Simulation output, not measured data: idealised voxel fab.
This is a process module. Its name is voxel capacitor over wiring.
Cross-section cut: width 140 nm, square cells of 5 nm.
Cross-section = grid of square cells, listed top down in bands; band = one or more rows. Heights first: top, then bottom, in nm. Then materials, left to right, each with a width in nm. "full width" on a single material: fills the band edge to edge. "air": empty space. Zero point of the height axis is 0; under it, received wafer = one material. Lowest band: continues down indefinitely, "0 down". You'd read "30 to 40" like this: the band's top row of cells is as wide as the first number, its bottom row is as wide as the second, and going down, every row changes width by the same amount as the row before did. Key: "nothing different" - step with no changed cell in the cross-section. Closed-off voids of 8+ cells (no open route to the top) go in "Closed void register", written width x height at distance from the left edge, in nm. It should be noted that, on the line of a given step, the content following the step's settings is a remark produced by the simulator itself with respect to that step. overlay nm: for a step with a mask, the amount by which the mask lay right of where it was planned; a negative amount means left of it.

PROCESS STEPS FORESEEN IN THE PLAN
| 1 | RECEIVE | material Si |
| 2 | CONFORMAL_DEP | material SiO2 | thk nm 10 |
| 3 | DIRECTIONAL_DEP | material TiN | thk nm 5 |
| 4 | DIRECTIONAL_DEP | material Ru | thk nm 25 |
| 5 | MASKED_ETCH | tone cover | mask id METAL_1 | width nm 25 | pitch nm 80 | etch materials Ru | depth nm 25 | overlay nm 0 |
| 6 | MASKED_ETCH | tone cover | mask id METAL_1 | width nm 25 | pitch nm 80 | etch materials TiN | depth nm 5 | overlay nm 0 |
| 7 | CONFORMAL_DEP | material SiN | thk nm 5 |
| 8 | FILL_DEP | material SiO2 | thk nm 5 |
| 9 | CMP | height nm 40 |
| 10 | CONFORMAL_DEP | material SiCN | thk nm 5 |
| 11 | DIRECTIONAL_DEP | material lowk | thk nm 15 |
| 12 | DIRECTIONAL_DEP | material aC | thk nm 10 |
| 13 | PATTERN | tone open | mask id PLUG_1 | material resist | width nm 15 | thk nm 25 | overlay nm 0 |
| 14 | DIRECTIONAL_ETCH | etch materials aC | depth nm 10 |
| 15 | STRIP | etch materials resist |
| 16 | DIRECTIONAL_ETCH | etch materials lowk | depth nm 15 |
| 17 | DIRECTIONAL_ETCH | etch materials SiCN | depth nm 5 |
| 18 | STRIP | etch materials aC |
| 19 | CONFORMAL_DEP | material TiN | thk nm 5 |
| 20 | FILL_DEP | material Ru | thk nm 5 |
| 21 | CMP | height nm 60 |
| 22 | DIRECTIONAL_DEP | material TiN | thk nm 5 |
| 23 | DIRECTIONAL_DEP | material Al2O3 | thk nm 5 |
| 24 | DIRECTIONAL_DEP | material TiN | thk nm 10 |
| 25 | MASKED_ETCH | tone cover | mask id UPPER_PLATE | width nm 60 | etch materials TiN | depth nm 10 | overlay nm 0 |
| 26 | MASKED_ETCH | tone cover | mask id UPPER_PLATE | width nm 60 | etch materials Al2O3 | depth nm 5 | overlay nm 0 |
| 27 | DIRECTIONAL_DEP | material aC | thk nm 10 |
| 28 | PATTERN | tone cover | mask id LOWER_PLATE | material resist | width nm 70 | thk nm 30 | overlay nm 0 |
| 29 | DIRECTIONAL_ETCH | etch materials aC | depth nm 10 |
| 30 | STRIP | etch materials resist |
| 31 | DIRECTIONAL_ETCH | etch materials TiN | depth nm 5 |
| 32 | STRIP | etch materials aC |
| 33 | FILL_DEP | material SiO2 | thk nm 20 |
| 34 | CMP | height nm 95 |
| 35 | PATTERN | tone open | mask id PLUG_2 | material resist | width nm 15 | thk nm 15 | overlay nm 0 |
| 36 | DIRECTIONAL_ETCH | etch materials SiO2 | depth nm 15 |
| 37 | STRIP | etch materials resist |
| 38 | CONFORMAL_DEP | material TiN | thk nm 5 |
| 39 | FILL_DEP | material Ru | thk nm 5 |
| 40 | CMP | height nm 95 |
| 41 | CONFORMAL_DEP | material SiN | thk nm 5 |
Across this set of wafers, the varied parameter is the width nm of step 35. Starting conditions are identical for every wafer, and the plan reports the value assigned to the first wafer.

FIRST WAFER OF SEVERAL, AS RECEIVED: CROSS-SECTION AFTER STEP 1
0 down: Si full width
Closed void register: none

EACH ROW BELOW IS A WAFER AT THE END OF THE MODULE, LISTING FOR EVERY MATERIAL THE NUMBER OF CELLS IT HAS GAINED (+) OR LOST (-) SINCE IT WAS RECEIVED, FOLLOWED BY ITS CLOSED VOIDS
width nm 15, +12 Al2O3, +55 Ru, +25 SiCN, +66 SiN, +263 SiO2, +64 TiN, +75 lowk, Closed void register: none
width nm 20, +12 Al2O3, +57 Ru, +25 SiCN, +66 SiN, +260 SiO2, +65 TiN, +75 lowk, Closed void register: none
width nm 25, +12 Al2O3, +59 Ru, +25 SiCN, +66 SiN, +257 SiO2, +66 TiN, +75 lowk, Closed void register: none
width nm 30, +12 Al2O3, +61 Ru, +25 SiCN, +66 SiN, +254 SiO2, +67 TiN, +75 lowk, Closed void register: none
